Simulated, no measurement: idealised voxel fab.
process module | voxel ribs on slabs
cross-section cut | 190 nm wide | cells 5 nm
A cross-section is a grid of square cells, given in bands from the top down. A band is one or more rows of cells.
Each band's line starts with the height of the band's top and of its bottom, in nm. Then come its materials from left to right, each with its width in nm. One material with "throughout" fills the band from edge to edge. "air" is empty space.
Height 0 is the level under which the wafer as received is all one material. The lowest band goes on downwards, as in "0 down".
A width such as "30 to 40" changes by the same amount from each row of cells to the next, from the band's top row to its bottom row.
"no change" after a step means that no cell of the cross-section changed.
closed voids: empty space of 8 cells or more with no open way to the top, each as width x height at its distance from the left edge, in nm
after a step's settings: what the simulator itself notes on the step
overlay nm, on a step with a mask: how far to the right of its planned place the mask lay; to the left if negative
plan
1 op RECEIVE | material Si
2 op DIRECTIONAL_DEP | material SiO2 | thk nm 20
3 op DIRECTIONAL_DEP | material polySi | thk nm 15
4 op MASKED_ETCH | tone cover | mask id RIB | width nm 30 | etch materials polySi | depth nm 5 | overlay nm 0
5 op DIRECTIONAL_DEP | material aC | thk nm 15
6 op PATTERN | tone cover | mask id SLAB | material resist | width nm 70 | thk nm 30 | overlay nm -15
7 op DIRECTIONAL_ETCH | etch materials aC | depth nm 15
8 op STRIP | etch materials resist
9 op DIRECTIONAL_ETCH | etch materials polySi | depth nm 10
10 op STRIP | etch materials aC
11 op FILL_DEP | material SiO2 | thk nm 30
12 op CMP | height nm 55
13 op DIRECTIONAL_DEP | material W | thk nm 10
14 op PATTERN | tone cover | mask id HEATER | material resist | width nm 40 | thk nm 20 | overlay nm 0
15 op DIRECTIONAL_ETCH | etch materials W | depth nm 10
16 op STRIP | etch materials resist
17 op CONFORMAL_DEP | material SiN | thk nm 5
varied across the wafers: overlay nm of step 6. The plan shows the first wafer's value. All wafers start alike
first wafer as received, after step 1
  0 down: Si throughout
  closed voids: none
each wafer at the end: cells of each material gained (+) or lost (-) since it was received, then its closed voids
overlay nm -15 | +42 SiN | +384 SiO2 | +16 W | +34 polySi | closed voids: none
overlay nm -10 | +42 SiN | +384 SiO2 | +16 W | +34 polySi | closed voids: none
overlay nm -5 | +42 SiN | +384 SiO2 | +16 W | +34 polySi | closed voids: none
overlay nm 0 | +42 SiN | +384 SiO2 | +16 W | +34 polySi | closed voids: none
overlay nm 5 | +42 SiN | +384 SiO2 | +16 W | +34 polySi | closed voids: none
overlay nm 10 | +42 SiN | +384 SiO2 | +16 W | +34 polySi | closed voids: none
overlay nm 15 | +42 SiN | +384 SiO2 | +16 W | +34 polySi | closed voids: none
